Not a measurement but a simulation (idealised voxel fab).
Presented below is a process module, voxel transistor to metal.
Square cells of 5 nm make up the cross-section cut, whose width is 185 nm.
For the purposes of this document, a cross-section shall be understood as a grid of square cells, specified as bands listed in top-to-bottom order, each band consisting of one or more rows of cells.
Heights first: top, then bottom, in nm. Then materials, left to right, each with a width in nm. "throughout" on a single material: fills the band edge to edge. "blank": empty space.
Convention: height 0 is the level below which the wafer, as received, is all one material. The lowest band does not terminate at the bottom but continues downward, represented as "0 and below".
Read "30->40" as a graded width: first number on top, second number at the bottom, same change between each pair of neighbouring rows.
Step note "nothing different" = no cross-section cell changed.
So "Enclosed empty spaces" is basically the list of trapped voids: any empty space of 8 cells or more that can't reach the top through an opening. They're written width x height at distance, the distance being from the left edge, and it's all nm.
That trailing text on a step's line, after the settings, is the simulator's own remark on the step.
The "overlay nm" setting may appear on a step's line; for a step that uses a mask, it gives how far to the right of its planned position the mask lay, and a negative value indicates the left.

Process steps (planned):
1: RECEIVE | material Si
2: OXIDIZE | depth nm 5
3: CONFORMAL_DEP | material SiN | thk nm 15
4: PATTERN | tone cover | mask id ACTIVE | material resist | width nm 115 | thk nm 15 | overlay nm 0
5: DIRECTIONAL_ETCH | etch materials SiN | depth nm 15
6: DIRECTIONAL_ETCH | etch materials SiO2 | depth nm 5
7: DIRECTIONAL_ETCH | etch materials Si | depth nm 30
8: STRIP | etch materials resist
9: OXIDIZE | depth nm 5
10: FILL_DEP | material SiO2 | thk nm 10
11: CMP | height nm 15
12: SELECTIVE_ETCH | etch materials SiO2 | depth nm 10
13: STRIP | etch materials SiN
14: SELECTIVE_ETCH | etch materials SiO2 | depth nm 5
15: OXIDIZE | depth nm 5
16: DIRECTIONAL_DEP | material polySi | thk nm 30
17: DIRECTIONAL_DEP | material SiCN | thk nm 15
18: PATTERN | tone cover | mask id GATE | material resist | width nm 35 | thk nm 20 | overlay nm 0
19: DIRECTIONAL_ETCH | etch materials SiCN | depth nm 25
20: DIRECTIONAL_ETCH | etch materials polySi | depth nm 40
21: STRIP | etch materials resist
22: CONFORMAL_DEP | material SiN | thk nm 5
23: DIRECTIONAL_ETCH | etch materials SiN | depth nm 5
24: DIRECTIONAL_ETCH | etch materials SiO2 | depth nm 5
25: DIRECTIONAL_ETCH | etch materials Si | depth nm 10
26: EPI | material pSi | thk nm 15
27: FILL_DEP | material SiO2 | thk nm 5
28: CMP | height nm 25
29: STRIP | etch materials polySi
30: SELECTIVE_ETCH | etch materials SiO2 | depth nm 5
31: CONFORMAL_DEP | material HfO2 | thk nm 5
32: CONFORMAL_DEP | material TiN | thk nm 5
33: FILL_DEP | material W | thk nm 10
34: CMP | height nm 20
35: DIRECTIONAL_DEP | material SiO2 | thk nm 10
36: PATTERN | tone open | mask id CONTACT | material resist | width nm 15 | pitch nm 90 | thk nm 15 | overlay nm 0
37: DIRECTIONAL_ETCH | etch materials SiO2 | depth nm 35
38: STRIP | etch materials resist
39: CONFORMAL_DEP | material TiN | thk nm 5
40: FILL_DEP | material W | thk nm 10
41: CMP | height nm 30
42: CONFORMAL_DEP | material SiCN | thk nm 5
43: DIRECTIONAL_DEP | material lowk | thk nm 25
44: PATTERN | tone open | mask id METAL_1 | material resist | width nm 15 | pitch nm 90 | thk nm 15 | overlay nm 0
45: DIRECTIONAL_ETCH | etch materials lowk | depth nm 25
46: DIRECTIONAL_ETCH | etch materials SiCN | depth nm 5
47: STRIP | etch materials resist
48: CONFORMAL_DEP | material TiN | thk nm 5
49: FILL_DEP | material Cu | thk nm 10
50: CMP | height nm 60
51: EPI | material Ru | thk nm 5
52: FILL_DEP | material SiCN | thk nm 5
53: DIRECTIONAL_DEP | material lowk | thk nm 30
54: MASKED_ETCH | tone open | mask id METAL_2 | width nm 15 | pitch nm 90 | etch materials lowk | depth nm 20 | overlay nm 0
55: PATTERN | tone open | mask id METAL_2_HOLES | material resist | width nm 15 | pitch nm 90 | thk nm 20 | overlay nm 0
56: DIRECTIONAL_ETCH | etch materials lowk | depth nm 10
57: DIRECTIONAL_ETCH | etch materials SiCN | depth nm 5
58: STRIP | etch materials resist
59: CONFORMAL_DEP | material TiN | thk nm 5
60: FILL_DEP | material Cu | thk nm 5
61: CMP | height nm 100
62: CONFORMAL_DEP | material SiCN | thk nm 5

First wafer, as planned:

Wafer at receipt (post step 1), cross-section:
> 0 and below: Si throughout
> Enclosed empty spaces: none

Cross-sectional representation of the wafer at the conclusion of step 2:
> 0 down to -5: SiO2 throughout
> Anything lower than -5 is untouched.

Cross-sectional representation of the wafer at the conclusion of step 3:
> 15 down to 0: SiN throughout
> Anything lower than 0 is untouched.

Cross-sectional representation of the wafer at the conclusion of step 4:
> 30 down to 15: blank=35 | resist=115 | blank=35
> Anything lower than 15 is untouched.

Cross-sectional representation of the wafer at the conclusion of step 5:
> 30 down to 15: blank=35 | resist=115 | blank=35
> 15 down to 0: blank=35 | SiN=115 | blank=35
> Anything lower than 0 is untouched.

Cross-sectional representation of the wafer at the conclusion of step 6:
> 30 down to 15: blank=35 | resist=115 | blank=35
> 15 down to 0: blank=35 | SiN=115 | blank=35
> 0 down to -5: blank=35 | SiO2=115 | blank=35
> Anything lower than -5 is untouched.

Cross-sectional representation of the wafer at the conclusion of step 7:
> 30 down to 15: blank=35 | resist=115 | blank=35
> 15 down to 0: blank=35 | SiN=115 | blank=35
> 0 down to -5: blank=35 | SiO2=115 | blank=35
> -5 down to -35: blank=35 | Si=115 | blank=35
> Anything lower than -35 is untouched.

Cross-sectional representation of the wafer at the conclusion of step 8:
> 15 down to 0: blank=35 | SiN=115 | blank=35
> Anything lower than 0 is untouched.

Cross-sectional representation of the wafer at the conclusion of step 9:
> 15 down to 0: blank=35 | SiN=115 | blank=35
> 0 down to -5: blank=35 | SiO2=115 | blank=35
> -5 down to -35: blank=35 | SiO2=5 | Si=105 | SiO2=5 | blank=35
> -35 down to -40: SiO2=40 | Si=105 | SiO2=40
> Anything lower than -40 is untouched.

Cross-sectional representation of the wafer at the conclusion of step 10:
> 25 down to 15: SiO2 throughout
> 15 down to 0: SiO2=35 | SiN=115 | SiO2=35
> 0 down to -5: SiO2 throughout
> -5 down to -40: SiO2=40 | Si=105 | SiO2=40
> Anything lower than -40 is untouched.

Cross-sectional representation of the wafer at the conclusion of step 11:
> 15 down to 0: SiO2=35 | SiN=115 | SiO2=35
> Anything lower than 0 is untouched.

Cross-sectional representation of the wafer at the conclusion of step 12:
> 15 down to 5: blank=35 | SiN=115 | blank=35
> Anything lower than 5 is untouched.

Cross-sectional representation of the wafer at the conclusion of step 13:
> 5 down to 0: SiO2=35 | blank=115 | SiO2=35
> Anything lower than 0 is untouched.

Cross-sectional representation of the wafer at the conclusion of step 14:
> 0 down to -5: SiO2=30 | blank=125 | SiO2=30
> Anything lower than -5 is untouched.

Cross-sectional representation of the wafer at the conclusion of step 15:
> 0 down to -5: SiO2=30 | blank=125 | SiO2=30
> -5 down to -10: SiO2 throughout
> Anything lower than -10 is untouched.

Cross-sectional representation of the wafer at the conclusion of step 16:
> 30 down to 25: polySi=30 | blank=125 | polySi=30
> 25 down to 0: polySi throughout
> 0 down to -5: SiO2=30 | polySi=125 | SiO2=30
> Anything lower than -5 is untouched.

Cross-sectional representation of the wafer at the conclusion of step 17:
> 45 down to 40: SiCN=30 | blank=125 | SiCN=30
> 40 down to 30: SiCN throughout
> 30 down to 25: polySi=30 | SiCN=125 | polySi=30
> Anything lower than 25 is untouched.

Cross-sectional representation of the wafer at the conclusion of step 18:
> 65 down to 45: blank=75 | resist=35 | blank=75
> 45 down to 40: SiCN=30 | blank=45 | resist=35 | blank=45 | SiCN=30
> Anything lower than 40 is untouched.

Cross-sectional representation of the wafer at the conclusion of step 19:
> 65 down to 40: blank=75 | resist=35 | blank=75
> 40 down to 30: blank=75 | SiCN=35 | blank=75
> 30 down to 25: polySi=30 | blank=45 | SiCN=35 | blank=45 | polySi=30
> Anything lower than 25 is untouched.

Cross-sectional representation of the wafer at the conclusion of step 20:
> 65 down to 40: blank=75 | resist=35 | blank=75
> 40 down to 25: blank=75 | SiCN=35 | blank=75
> 25 down to 0: blank=75 | polySi=35 | blank=75
> 0 down to -5: SiO2=30 | blank=45 | polySi=35 | blank=45 | SiO2=30
> Anything lower than -5 is untouched.

Cross-sectional representation of the wafer at the conclusion of step 21:
> 40 down to 25: blank=75 | SiCN=35 | blank=75
> Anything lower than 25 is untouched.

Cross-sectional representation of the wafer at the conclusion of step 22:
> 45 down to 40: blank=70 | SiN=45 | blank=70
> 40 down to 25: blank=70 | SiN=5 | SiCN=35 | SiN=5 | blank=70
> 25 down to 5: blank=70 | SiN=5 | polySi=35 | SiN=5 | blank=70
> 5 down to 0: SiN=35 | blank=35 | SiN=5 | polySi=35 | SiN=5 | blank=35 | SiN=35
> 0 down to -5: SiO2=30 | SiN=45 | polySi=35 | SiN=45 | SiO2=30
> Anything lower than -5 is untouched.

Cross-sectional representation of the wafer at the conclusion of step 23:
> 40 down to 25: blank=70 | SiN=5 | SiCN=35 | SiN=5 | blank=70
> 25 down to 0: blank=70 | SiN=5 | polySi=35 | SiN=5 | blank=70
> 0 down to -5: SiO2=30 | SiN=5 | blank=35 | SiN=5 | polySi=35 | SiN=5 | blank=35 | SiN=5 | SiO2=30
> Anything lower than -5 is untouched.

Cross-sectional representation of the wafer at the conclusion of step 24:
> 40 down to 25: blank=70 | SiN=5 | SiCN=35 | SiN=5 | blank=70
> 25 down to 0: blank=70 | SiN=5 | polySi=35 | SiN=5 | blank=70
> 0 down to -5: blank=30 | SiN=5 | blank=35 | SiN=5 | polySi=35 | SiN=5 | blank=35 | SiN=5 | blank=30
> -5 down to -10: SiO2=35 | blank=35 | SiO2=45 | blank=35 | SiO2=35
> Anything lower than -10 is untouched.

Cross-sectional representation of the wafer at the conclusion of step 25:
> 40 down to 25: blank=70 | SiN=5 | SiCN=35 | SiN=5 | blank=70
> 25 down to 0: blank=70 | SiN=5 | polySi=35 | SiN=5 | blank=70
> 0 down to -5: blank=30 | SiN=5 | blank=35 | SiN=5 | polySi=35 | SiN=5 | blank=35 | SiN=5 | blank=30
> -5 down to -10: SiO2=35 | blank=35 | SiO2=45 | blank=35 | SiO2=35
> -10 down to -20: SiO2=40 | blank=30 | Si=45 | blank=30 | SiO2=40
> Anything lower than -20 is untouched.

Cross-sectional representation of the wafer at the conclusion of step 26:
> 40 down to 25: blank=70 | SiN=5 | SiCN=35 | SiN=5 | blank=70
> 25 down to 5: blank=70 | SiN=5 | polySi=35 | SiN=5 | blank=70
> 5 down to 0: blank=55 | pSi=15 | SiN=5 | polySi=35 | SiN=5 | pSi=15 | blank=55
> 0 down to -5: blank=30 | SiN=5 | blank=20 | pSi=15 | SiN=5 | polySi=35 | SiN=5 | pSi=15 | blank=20 | SiN=5 | blank=30
> -5 down to -10: SiO2=35 | pSi=35 | SiO2=45 | pSi=35 | SiO2=35
> -10 down to -20: SiO2=40 | pSi=30 | Si=45 | pSi=30 | SiO2=40
> Anything lower than -20 is untouched.

Cross-sectional representation of the wafer at the conclusion of step 27:
> 45 down to 40: SiO2 throughout
> 40 down to 25: SiO2=70 | SiN=5 | SiCN=35 | SiN=5 | SiO2=70
> 25 down to 5: SiO2=70 | SiN=5 | polySi=35 | SiN=5 | SiO2=70
> 5 down to 0: SiO2=55 | pSi=15 | SiN=5 | polySi=35 | SiN=5 | pSi=15 | SiO2=55
> 0 down to -5: SiO2=30 | SiN=5 | SiO2=20 | pSi=15 | SiN=5 | polySi=35 | SiN=5 | pSi=15 | SiO2=20 | SiN=5 | SiO2=30
> Anything lower than -5 is untouched.

Cross-sectional representation of the wafer at the conclusion of step 28:
> 25 down to 5: SiO2=70 | SiN=5 | polySi=35 | SiN=5 | SiO2=70
> Anything lower than 5 is untouched.

Cross-sectional representation of the wafer at the conclusion of step 29:
> 25 down to 5: SiO2=70 | SiN=5 | blank=35 | SiN=5 | SiO2=70
> 5 down to 0: SiO2=55 | pSi=15 | SiN=5 | blank=35 | SiN=5 | pSi=15 | SiO2=55
> 0 down to -5: SiO2=30 | SiN=5 | SiO2=20 | pSi=15 | SiN=5 | blank=35 | SiN=5 | pSi=15 | SiO2=20 | SiN=5 | SiO2=30
> Anything lower than -5 is untouched.

Cross-sectional representation of the wafer at the conclusion of step 30:
> 25 down to 20: blank=70 | SiN=5 | blank=35 | SiN=5 | blank=70
> 20 down to 5: SiO2=70 | SiN=5 | blank=35 | SiN=5 | SiO2=70
> 5 down to 0: SiO2=55 | pSi=15 | SiN=5 | blank=35 | SiN=5 | pSi=15 | SiO2=55
> 0 down to -5: SiO2=30 | SiN=5 | SiO2=20 | pSi=15 | SiN=5 | blank=35 | SiN=5 | pSi=15 | SiO2=20 | SiN=5 | SiO2=30
> -5 down to -10: SiO2=35 | pSi=35 | blank=45 | pSi=35 | SiO2=35
> Anything lower than -10 is untouched.

Cross-sectional representation of the wafer at the conclusion of step 31:
> 30 down to 25: blank=65 | HfO2=15 | blank=25 | HfO2=15 | blank=65
> 25 down to 20: HfO2=70 | SiN=5 | HfO2=5 | blank=25 | HfO2=5 | SiN=5 | HfO2=70
> 20 down to 5: SiO2=70 | SiN=5 | HfO2=5 | blank=25 | HfO2=5 | SiN=5 | SiO2=70
> 5 down to 0: SiO2=55 | pSi=15 | SiN=5 | HfO2=5 | blank=25 | HfO2=5 | SiN=5 | pSi=15 | SiO2=55
> 0 down to -5: SiO2=30 | SiN=5 | SiO2=20 | pSi=15 | SiN=5 | HfO2=5 | blank=25 | HfO2=5 | SiN=5 | pSi=15 | SiO2=20 | SiN=5 | SiO2=30
> -5 down to -10: SiO2=35 | pSi=35 | HfO2=45 | pSi=35 | SiO2=35
> Anything lower than -10 is untouched.

Cross-sectional representation of the wafer at the conclusion of step 32:
> 35 down to 30: blank=60 | TiN=25 | blank=15 | TiN=25 | blank=60
> 30 down to 25: TiN=65 | HfO2=15 | TiN=5 | blank=15 | TiN=5 | HfO2=15 | TiN=65
> 25 down to 20: HfO2=70 | SiN=5 | HfO2=5 | TiN=5 | blank=15 | TiN=5 | HfO2=5 | SiN=5 | HfO2=70
> 20 down to 5: SiO2=70 | SiN=5 | HfO2=5 | TiN=5 | blank=15 | TiN=5 | HfO2=5 | SiN=5 | SiO2=70
> 5 down to 0: SiO2=55 | pSi=15 | SiN=5 | HfO2=5 | TiN=5 | blank=15 | TiN=5 | HfO2=5 | SiN=5 | pSi=15 | SiO2=55
> 0 down to -5: SiO2=30 | SiN=5 | SiO2=20 | pSi=15 | SiN=5 | HfO2=5 | TiN=25 | HfO2=5 | SiN=5 | pSi=15 | SiO2=20 | SiN=5 | SiO2=30
> Anything lower than -5 is untouched.

Cross-sectional representation of the wafer at the conclusion of step 33:
> 45 down to 35: W throughout
> 35 down to 30: W=60 | TiN=25 | W=15 | TiN=25 | W=60
> 30 down to 25: TiN=65 | HfO2=15 | TiN=5 | W=15 | TiN=5 | HfO2=15 | TiN=65
> 25 down to 20: HfO2=70 | SiN=5 | HfO2=5 | TiN=5 | W=15 | TiN=5 | HfO2=5 | SiN=5 | HfO2=70
> 20 down to 5: SiO2=70 | SiN=5 | HfO2=5 | TiN=5 | W=15 | TiN=5 | HfO2=5 | SiN=5 | SiO2=70
> 5 down to 0: SiO2=55 | pSi=15 | SiN=5 | HfO2=5 | TiN=5 | W=15 | TiN=5 | HfO2=5 | SiN=5 | pSi=15 | SiO2=55
> Anything lower than 0 is untouched.

Cross-sectional representation of the wafer at the conclusion of step 34:
> 20 down to 5: SiO2=70 | SiN=5 | HfO2=5 | TiN=5 | W=15 | TiN=5 | HfO2=5 | SiN=5 | SiO2=70
> Anything lower than 5 is untouched.

Cross-sectional representation of the wafer at the conclusion of step 35:
> 30 down to 20: SiO2 throughout
> Anything lower than 20 is untouched.

Cross-sectional representation of the wafer at the conclusion of step 36:
> 45 down to 30: resist=40 | blank=15 | resist=75 | blank=15 | resist=40
> Anything lower than 30 is untouched.

Cross-sectional representation of the wafer at the conclusion of step 37:
> 45 down to 30: resist=40 | blank=15 | resist=75 | blank=15 | resist=40
> 30 down to 20: SiO2=40 | blank=15 | SiO2=75 | blank=15 | SiO2=40
> 20 down to 5: SiO2=40 | blank=15 | SiO2=15 | SiN=5 | HfO2=5 | TiN=5 | W=15 | TiN=5 | HfO2=5 | SiN=5 | SiO2=15 | blank=15 | SiO2=40
> 5 down to 0: SiO2=40 | blank=15 | pSi=15 | SiN=5 | HfO2=5 | TiN=5 | W=15 | TiN=5 | HfO2=5 | SiN=5 | pSi=15 | blank=15 | SiO2=40
> 0 down to -5: SiO2=30 | SiN=5 | SiO2=5 | blank=15 | pSi=15 | SiN=5 | HfO2=5 | TiN=25 | HfO2=5 | SiN=5 | pSi=15 | blank=15 | SiO2=5 | SiN=5 | SiO2=30
> Anything lower than -5 is untouched.

Cross-sectional representation of the wafer at the conclusion of step 38:
> 30 down to 20: SiO2=40 | blank=15 | SiO2=75 | blank=15 | SiO2=40
> Anything lower than 20 is untouched.

Cross-sectional representation of the wafer at the conclusion of step 39:
> 35 down to 30: TiN=45 | blank=5 | TiN=85 | blank=5 | TiN=45
> 30 down to 20: SiO2=40 | TiN=5 | blank=5 | TiN=5 | SiO2=75 | TiN=5 | blank=5 | TiN=5 | SiO2=40
> 20 down to 5: SiO2=40 | TiN=5 | blank=5 | TiN=5 | SiO2=15 | SiN=5 | HfO2=5 | TiN=5 | W=15 | TiN=5 | HfO2=5 | SiN=5 | SiO2=15 | TiN=5 | blank=5 | TiN=5 | SiO2=40
> 5 down to 0: SiO2=40 | TiN=5 | blank=5 | TiN=5 | pSi=15 | SiN=5 | HfO2=5 | TiN=5 | W=15 | TiN=5 | HfO2=5 | SiN=5 | pSi=15 | TiN=5 | blank=5 | TiN=5 | SiO2=40
> 0 down to -5: SiO2=30 | SiN=5 | SiO2=5 | TiN=15 | pSi=15 | SiN=5 | HfO2=5 | TiN=25 | HfO2=5 | SiN=5 | pSi=15 | TiN=15 | SiO2=5 | SiN=5 | SiO2=30
> Anything lower than -5 is untouched.

Cross-sectional representation of the wafer at the conclusion of step 40:
> 45 down to 35: W throughout
> 35 down to 30: TiN=45 | W=5 | TiN=85 | W=5 | TiN=45
> 30 down to 20: SiO2=40 | TiN=5 | W=5 | TiN=5 | SiO2=75 | TiN=5 | W=5 | TiN=5 | SiO2=40
> 20 down to 5: SiO2=40 | TiN=5 | W=5 | TiN=5 | SiO2=15 | SiN=5 | HfO2=5 | TiN=5 | W=15 | TiN=5 | HfO2=5 | SiN=5 | SiO2=15 | TiN=5 | W=5 | TiN=5 | SiO2=40
> 5 down to 0: SiO2=40 | TiN=5 | W=5 | TiN=5 | pSi=15 | SiN=5 | HfO2=5 | TiN=5 | W=15 | TiN=5 | HfO2=5 | SiN=5 | pSi=15 | TiN=5 | W=5 | TiN=5 | SiO2=40
> Anything lower than 0 is untouched.

Cross-sectional representation of the wafer at the conclusion of step 41:
> 30 down to 20: SiO2=40 | TiN=5 | W=5 | TiN=5 | SiO2=75 | TiN=5 | W=5 | TiN=5 | SiO2=40
> Anything lower than 20 is untouched.

Cross-sectional representation of the wafer at the conclusion of step 42:
> 35 down to 30: SiCN throughout
> Anything lower than 30 is untouched.

Cross-sectional representation of the wafer at the conclusion of step 43:
> 60 down to 35: lowk throughout
> Anything lower than 35 is untouched.

Cross-sectional representation of the wafer at the conclusion of step 44:
> 75 down to 60: resist=40 | blank=15 | resist=75 | blank=15 | resist=40
> Anything lower than 60 is untouched.

Cross-sectional representation of the wafer at the conclusion of step 45:
> 75 down to 60: resist=40 | blank=15 | resist=75 | blank=15 | resist=40
> 60 down to 35: lowk=40 | blank=15 | lowk=75 | blank=15 | lowk=40
> Anything lower than 35 is untouched.

Cross-sectional representation of the wafer at the conclusion of step 46:
> 75 down to 60: resist=40 | blank=15 | resist=75 | blank=15 | resist=40
> 60 down to 35: lowk=40 | blank=15 | lowk=75 | blank=15 | lowk=40
> 35 down to 30: SiCN=40 | blank=15 | SiCN=75 | blank=15 | SiCN=40
> Anything lower than 30 is untouched.

Cross-sectional representation of the wafer at the conclusion of step 47:
> 60 down to 35: lowk=40 | blank=15 | lowk=75 | blank=15 | lowk=40
> Anything lower than 35 is untouched.

Cross-sectional representation of the wafer at the conclusion of step 48:
> 65 down to 60: TiN=45 | blank=5 | TiN=85 | blank=5 | TiN=45
> 60 down to 35: lowk=40 | TiN=5 | blank=5 | TiN=5 | lowk=75 | TiN=5 | blank=5 | TiN=5 | lowk=40
> 35 down to 30: SiCN=40 | TiN=15 | SiCN=75 | TiN=15 | SiCN=40
> Anything lower than 30 is untouched.

Cross-sectional representation of the wafer at the conclusion of step 49:
> 75 down to 65: Cu throughout
> 65 down to 60: TiN=45 | Cu=5 | TiN=85 | Cu=5 | TiN=45
> 60 down to 35: lowk=40 | TiN=5 | Cu=5 | TiN=5 | lowk=75 | TiN=5 | Cu=5 | TiN=5 | lowk=40
> Anything lower than 35 is untouched.

Cross-sectional representation of the wafer at the conclusion of step 50:
> 60 down to 35: lowk=40 | TiN=5 | Cu=5 | TiN=5 | lowk=75 | TiN=5 | Cu=5 | TiN=5 | lowk=40
> Anything lower than 35 is untouched.

Cross-sectional representation of the wafer at the conclusion of step 51:
> 65 down to 60: blank=35 | Ru=25 | blank=65 | Ru=25 | blank=35
> Anything lower than 60 is untouched.

Cross-sectional representation of the wafer at the conclusion of step 52:
> 70 down to 65: SiCN throughout
> 65 down to 60: SiCN=35 | Ru=25 | SiCN=65 | Ru=25 | SiCN=35
> Anything lower than 60 is untouched.

Cross-sectional representation of the wafer at the conclusion of step 53:
> 100 down to 70: lowk throughout
> Anything lower than 70 is untouched.

Cross-sectional representation of the wafer at the conclusion of step 54:
> 100 down to 80: lowk=40 | blank=15 | lowk=75 | blank=15 | lowk=40
> Anything lower than 80 is untouched.

Cross-sectional representation of the wafer at the conclusion of step 55:
> 120 down to 100: resist=40 | blank=15 | resist=75 | blank=15 | resist=40
> Anything lower than 100 is untouched.

Cross-sectional representation of the wafer at the conclusion of step 56:
> 120 down to 100: resist=40 | blank=15 | resist=75 | blank=15 | resist=40
> 100 down to 70: lowk=40 | blank=15 | lowk=75 | blank=15 | lowk=40
> Anything lower than 70 is untouched.

Cross-sectional representation of the wafer at the conclusion of step 57:
> 120 down to 100: resist=40 | blank=15 | resist=75 | blank=15 | resist=40
> 100 down to 70: lowk=40 | blank=15 | lowk=75 | blank=15 | lowk=40
> 70 down to 65: SiCN=40 | blank=15 | SiCN=75 | blank=15 | SiCN=40
> Anything lower than 65 is untouched.

Cross-sectional representation of the wafer at the conclusion of step 58:
> 100 down to 70: lowk=40 | blank=15 | lowk=75 | blank=15 | lowk=40
> Anything lower than 70 is untouched.

Cross-sectional representation of the wafer at the conclusion of step 59:
> 105 down to 100: TiN=45 | blank=5 | TiN=85 | blank=5 | TiN=45
> 100 down to 70: lowk=40 | TiN=5 | blank=5 | TiN=5 | lowk=75 | TiN=5 | blank=5 | TiN=5 | lowk=40
> 70 down to 65: SiCN=40 | TiN=15 | SiCN=75 | TiN=15 | SiCN=40
> Anything lower than 65 is untouched.

Cross-sectional representation of the wafer at the conclusion of step 60:
> 110 down to 105: Cu throughout
> 105 down to 100: TiN=45 | Cu=5 | TiN=85 | Cu=5 | TiN=45
> 100 down to 70: lowk=40 | TiN=5 | Cu=5 | TiN=5 | lowk=75 | TiN=5 | Cu=5 | TiN=5 | lowk=40
> Anything lower than 70 is untouched.

Cross-sectional representation of the wafer at the conclusion of step 61:
> 100 down to 70: lowk=40 | TiN=5 | Cu=5 | TiN=5 | lowk=75 | TiN=5 | Cu=5 | TiN=5 | lowk=40
> Anything lower than 70 is untouched.

Cross-sectional representation of the wafer at the conclusion of step 62:
> 105 down to 100: SiCN throughout
> Anything lower than 100 is untouched.

Wafer two. Same start, same plan, one slip in execution. Same as wafer one through step 53, inclusive:

Second wafer profile in section, at the moment step 54 of the plan was meant to be complete:
> 100 down to 80: lowk=50 | blank=15 | lowk=75 | blank=15 | lowk=30
> Anything lower than 80 is untouched.

Second wafer profile in section, at the moment step 55 of the plan was meant to be complete:
> 120 down to 100: resist=40 | blank=15 | resist=75 | blank=15 | resist=40
> 100 down to 80: lowk=50 | blank=5 | resist=10 | lowk=75 | blank=5 | resist=10 | lowk=30
> Anything lower than 80 is untouched.

Second wafer profile in section, at the moment step 56 of the plan was meant to be complete:
> 120 down to 100: resist=40 | blank=15 | resist=75 | blank=15 | resist=40
> 100 down to 90: lowk=40 | blank=15 | resist=10 | lowk=65 | blank=15 | resist=10 | lowk=30
> 90 down to 80: lowk=50 | blank=5 | resist=10 | lowk=75 | blank=5 | resist=10 | lowk=30
> 80 down to 70: lowk=50 | blank=5 | lowk=85 | blank=5 | lowk=40
> Anything lower than 70 is untouched.

Second wafer profile in section, at the moment step 57 of the plan was meant to be complete:
> 120 down to 100: resist=40 | blank=15 | resist=75 | blank=15 | resist=40
> 100 down to 90: lowk=40 | blank=15 | resist=10 | lowk=65 | blank=15 | resist=10 | lowk=30
> 90 down to 80: lowk=50 | blank=5 | resist=10 | lowk=75 | blank=5 | resist=10 | lowk=30
> 80 down to 70: lowk=50 | blank=5 | lowk=85 | blank=5 | lowk=40
> 70 down to 65: SiCN=50 | blank=5 | SiCN=85 | blank=5 | SiCN=40
> Anything lower than 65 is untouched.

Second wafer profile in section, at the moment step 58 of the plan was meant to be complete:
> 100 down to 90: lowk=40 | blank=25 | lowk=65 | blank=25 | lowk=30
> 90 down to 80: lowk=50 | blank=15 | lowk=75 | blank=15 | lowk=30
> Anything lower than 80 is untouched.

Second wafer profile in section, at the moment step 59 of the plan was meant to be complete:
> 105 down to 100: TiN=45 | blank=15 | TiN=75 | blank=15 | TiN=35
> 100 down to 90: lowk=40 | TiN=5->15 | blank=15->5 | TiN=5 | lowk=65 | TiN=5->15 | blank=15->5 | TiN=5 | lowk=30
> 90 down to 85: lowk=50 | TiN=5 | blank=5 | TiN=5 | lowk=75 | TiN=5 | blank=5 | TiN=5 | lowk=30
> 85 down to 80: lowk=50 | TiN=15 | lowk=75 | TiN=15 | lowk=30
> 80 down to 70: lowk=50 | TiN=5 | lowk=85 | TiN=5 | lowk=40
> 70 down to 65: SiCN=50 | TiN=5 | SiCN=85 | TiN=5 | SiCN=40
> Anything lower than 65 is untouched.

Second wafer profile in section, at the moment step 60 of the plan was meant to be complete:
> 110 down to 105: Cu throughout
> 105 down to 100: TiN=45 | Cu=15 | TiN=75 | Cu=15 | TiN=35
> 100 down to 90: lowk=40 | TiN=5->15 | Cu=15->5 | TiN=5 | lowk=65 | TiN=5->15 | Cu=15->5 | TiN=5 | lowk=30
> 90 down to 85: lowk=50 | TiN=5 | Cu=5 | TiN=5 | lowk=75 | TiN=5 | Cu=5 | TiN=5 | lowk=30
> Anything lower than 85 is untouched.

Second wafer profile in section, at the moment step 61 of the plan was meant to be complete:
> 100 down to 90: lowk=40 | TiN=5->15 | Cu=15->5 | TiN=5 | lowk=65 | TiN=5->15 | Cu=15->5 | TiN=5 | lowk=30
> Anything lower than 90 is untouched.

Second wafer profile in section, at the moment step 62 of the plan was meant to be complete:
> 105 down to 100: SiCN throughout
> Anything lower than 100 is untouched.
Where did the run depart from the plan? in deviation from the planned setting, step 54 was conducted as MASKED_ETCH | tone open | mask id METAL_2 | width nm 15 | pitch nm 90 | etch materials lowk | depth nm 20 | overlay nm 10
Count the cells at the end and the second wafer has more or fewer of some materials than the first: Cu: 2 fewer | SiCN: 4 more | TiN: 2 fewer
